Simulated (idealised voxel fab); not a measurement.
The process module presented herein is designated voxel quadruple lines.
Section shown: cut. Width: 205 nm. Cell size: 5 nm, square.
Cross-section, as written here: a square-cell grid given band by band from the top down, where a band holds one or more rows of cells.
This entry defines a band. It first specifies the height of the band's top and the height of its bottom in nm, and then specifies the band's materials from left to right, stating each material with its width in nm. The word "full width" identifies a single material that fills the band from edge to edge, while the word "blank" identifies empty space.
Beneath 0, the wafer as received is one material, and that level is where height counting begins. The lowest band goes on downward without a bottom; it is written like "0 and below".
Read "30 to 40" as a graded width: first number on top, second number at the bottom, same change between each pair of neighbouring rows.
A step reported as "nothing different" is a step in which no cell of the cross-section changed.
Empty spaces counting at least 8 cells and having no open way to the top are listed in "Closed void register". The notation width x height at distance is used for each, the distance being from the left edge and all three values in nm.
Whatever follows a step's settings on its line is a remark the simulator itself makes about that step.
A step line may carry the setting "overlay nm", which, for steps involving a mask, states the distance by which the mask lay to the right of its intended position; negative values denote displacement to the left.

## Planned step list for the process
| 1 | RECEIVE, material Si |
| 2 | CONFORMAL_DEP, material Al2O3, thk nm 5 |
| 3 | DIRECTIONAL_DEP, material Ru, thk nm 15 |
| 4 | DIRECTIONAL_DEP, material polySi, thk nm 15 |
| 5 | DIRECTIONAL_DEP, material aC, thk nm 25 |
| 6 | PATTERN, tone cover, mask id MANDREL, material resist, width nm 30, thk nm 30, overlay nm 0 |
| 7 | DIRECTIONAL_ETCH, etch materials aC, depth nm 25 |
| 8 | STRIP, etch materials resist |
| 9 | CONFORMAL_DEP, material SiO2, thk nm 10 |
| 10 | DIRECTIONAL_ETCH, etch materials SiO2, depth nm 10 |
| 11 | STRIP, etch materials aC |
| 12 | DIRECTIONAL_ETCH, etch materials polySi, depth nm 15 |
| 13 | STRIP, etch materials SiO2 |
| 14 | CONFORMAL_DEP, material SiCN, thk nm 10 |
| 15 | DIRECTIONAL_ETCH, etch materials SiCN, depth nm 10 |
| 16 | STRIP, etch materials polySi |
| 17 | DIRECTIONAL_ETCH, etch materials Ru, depth nm 15 |
| 18 | STRIP, etch materials SiCN |
| 19 | FILL_DEP, material lowk, thk nm 10 |
| 20 | CMP, height nm 20 |

## As-received wafer cross-section (after step 1)
- 0 and below  Si full width
- Closed void register: none

## Wafer cross-section at module end: first of two, run to plan
- 20 down to 5  lowk 65 nm, Ru 10 nm, lowk 10 nm, Ru 10 nm, lowk 10 nm, Ru 10 nm, lowk 10 nm, Ru 10 nm, lowk 70 nm
- 5 down to 0  Al2O3 full width
- 0 and below  Si full width
- Closed void register: none

## Second wafer cross-section at end of module - shared start and plan with the first, one mistake in the run
- 20 down to 5  aC full width
- 5 down to 0  Al2O3 full width
- 0 and below  Si full width
- Closed void register: none
Here's what went sideways: step 3 ran differently from the plan; actual operation with settings: DIRECTIONAL_DEP, material aC, thk nm 15
Upon completion, the second wafer contains, in terms of cells, a greater or smaller amount of certain materials than the first wafer: 24 fewer of Ru, 123 more of aC, 99 fewer of lowk
